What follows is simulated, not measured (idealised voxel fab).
Process module heading - voxel ribs on slabs
The width of the displayed cross-section, cut, is 175 nm; its cells are square, with a size of 5 nm.
We lay out every cross-section as a grid of square cells and spell it out in bands from the top down, where one band means one or more rows of cells. Read a band's entry like this: the first values are the height of its top and the height of its bottom in nm, and what follows is the sequence of materials from left to right, each with its width in nm. Note that "empty" is empty space, and that a single material marked "throughout" reaches across the band from edge to edge. Height datum 0, below which the as-received substrate wafer is one material. Lowest band open at the bottom, running downward: "from 0 down". Read "30->40" as a graded width: first number on top, second number at the bottom, same change between each pair of neighbouring rows. "nothing different" after a step means that no cell of the cross-section changed. Entry "Enclosed void entries" = empty spaces >= 8 cells with no open way to the top; each as width x height at distance, distance from left edge, all nm. Formally, on a step line, whatever follows the settings is a remark that the simulator itself makes on the step. The line of a step may include "overlay nm". On a step with a mask, this value is how far to the right of its planned place the mask lay. A negative value means the mask lay to the left.

[Listed below are the process steps as planned]
1,op RECEIVE | material Si
2,op DIRECTIONAL_DEP | material SiO2 | thk nm 30
3,op DIRECTIONAL_DEP | material SiN | thk nm 20
4,op MASKED_ETCH | tone cover | mask id RIB | width nm 25 | etch materials SiN | depth nm 5 | overlay nm 0
5,op PATTERN | tone cover | mask id SLAB | material resist | width nm 85 | thk nm 15 | overlay nm 0
6,op DIRECTIONAL_ETCH | etch materials SiN | depth nm 15
7,op STRIP | etch materials resist
8,op FILL_DEP | material SiO2 | thk nm 20
9,op CMP | height nm 60
10,op DIRECTIONAL_DEP | material W | thk nm 5
11,op DIRECTIONAL_DEP | material aC | thk nm 10
12,op PATTERN | tone cover | mask id HEATER | material resist | width nm 35 | thk nm 30 | overlay nm 0
13,op DIRECTIONAL_ETCH | etch materials aC | depth nm 10
14,op STRIP | etch materials resist
15,op DIRECTIONAL_ETCH | etch materials W | depth nm 5
16,op STRIP | etch materials aC
17,op CONFORMAL_DEP | material SiN | thk nm 5

[As received (post step 1): cross-section]
	from 0 down = Si throughout
	Enclosed void entries: none

[Here's the wafer cut in cross-section after the module, started and planned just like above, except one thing was done wrong in the run]
	from 70 to 65 = SiN throughout
	from 65 to 50 = SiO2 throughout
	from 50 to 45 = SiO2 (75), SiN (25), SiO2 (75)
	from 45 to 30 = SiO2 (45), SiN (85), SiO2 (45)
	from 30 to 0 = SiO2 throughout
	from 0 down = Si throughout
	Enclosed void entries: none
what went wrong: step 10 changed vs plan, executed as op DIRECTIONAL_DEP | material SiO2 | thk nm 5
